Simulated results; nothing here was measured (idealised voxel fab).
This is a process module. Its name is voxel self aligned vias.
This is section cut - it's 245 nm across, gridded in 5 nm square cells.
Square cells in a grid make up a cross-section in this document, and the grid is given as bands, listed from the top down, each one or more rows of cells.
Within each band entry, the heights of the top and of the bottom of the band appear first, in that order and in nm; the materials of the band then follow from left to right, each with its corresponding width in nm. The designation "edge to edge" on a single material indicates that it fills the band from edge to edge; the designation "air" indicates empty space.
Height reference: 0 = level under which incoming wafer is all one material. Lowest band: no bottom, runs on downward, e.g. "0..down".
Per-row width for "30 to 40": begins at first number (top row of band), ends at second number (bottom row), increment between rows held constant.
Where the words "no change occurred" appear for a step, the cross-section shows no cell changed by that step; every cell remained as before.
"Closed void inventory" enumerates empty spaces isolated from the top, with no open way to it, that contain at least 8 cells, giving each as width x height at distance from the left edge, all three in nm.
Read whatever lies past the settings on a step's line as the simulator's own remark about the step.
Steps that use a mask can have "overlay nm" on their line. It says how far the mask sat to the right of where it was meant to be. Negative means to the left.
PLAN
1: RECEIVE, material Si
2: CONFORMAL_DEP, material SiO2, thk nm 15
3: CONFORMAL_DEP, material SiCN, thk nm 5
4: DIRECTIONAL_DEP, material lowk, thk nm 25
5: DIRECTIONAL_DEP, material aC, thk nm 15
6: PATTERN, tone open, mask id LINES, material resist, width nm 20, pitch nm 70, thk nm 30, overlay nm 0
7: DIRECTIONAL_ETCH, etch materials aC, depth nm 15
8: STRIP, etch materials resist
9: DIRECTIONAL_ETCH, etch materials lowk, depth nm 25
10: STRIP, etch materials aC
11: CONFORMAL_DEP, material TiN, thk nm 5
12: FILL_DEP, material W, thk nm 10
13: CMP, height nm 45
14: SELECTIVE_ETCH, etch materials W Ru TiN, depth nm 10
15: FILL_DEP, material SiN, thk nm 5
16: CMP, height nm 45
17: DIRECTIONAL_DEP, material lowk, thk nm 20
18: DIRECTIONAL_DEP, material aC, thk nm 15
19: PATTERN, tone open, mask id VIAS, material resist, width nm 40, pitch nm 70, thk nm 35, overlay nm 0
20: DIRECTIONAL_ETCH, etch materials aC, depth nm 15
21: STRIP, etch materials resist
22: DIRECTIONAL_ETCH, etch materials lowk, depth nm 20
23: DIRECTIONAL_ETCH, etch materials SiN, depth nm 10
24: STRIP, etch materials aC
25: CONFORMAL_DEP, material TiN, thk nm 5
26: FILL_DEP, material Cu, thk nm 5
27: CMP, height nm 65
28: CONFORMAL_DEP, material SiCN, thk nm 5
CROSS-SECTION, INCOMING MATERIAL, AFTER STEP 1
    0..down | Si edge to edge
    Closed void inventory: none
CROSS-SECTION, END OF MODULE. START: AS ABOVE. PLAN: AS ABOVE. EXECUTION: ONE MISTAKE
    70..65 | SiCN edge to edge
    65..45 | 30 lowk | 5 TiN | 30 Cu | 5 TiN | 30 lowk | 5 TiN | 30 Cu | 5 TiN | 30 lowk | 5 TiN | 30 Cu | 5 TiN | 35 lowk
    45..40 | 30 SiN | 15 TiN | 10 Cu | 15 TiN | 30 SiN | 15 TiN | 10 Cu | 15 TiN | 30 SiN | 15 TiN | 10 Cu | 15 TiN | 35 SiN
    40..35 | 40 lowk | 20 TiN | 50 lowk | 20 TiN | 50 lowk | 20 TiN | 45 lowk
    35..20 | 40 lowk | 5 TiN | 10 W | 5 TiN | 50 lowk | 5 TiN | 10 W | 5 TiN | 50 lowk | 5 TiN | 10 W | 5 TiN | 45 lowk
    20..15 | 40 lowk | 20 TiN | 50 lowk | 20 TiN | 50 lowk | 20 TiN | 45 lowk
    15..0 | SiO2 edge to edge
    0..down | Si edge to edge
    Closed void inventory: none
Short version of what went wrong: heads up, step 3 of the plan was skipped and never actually ran
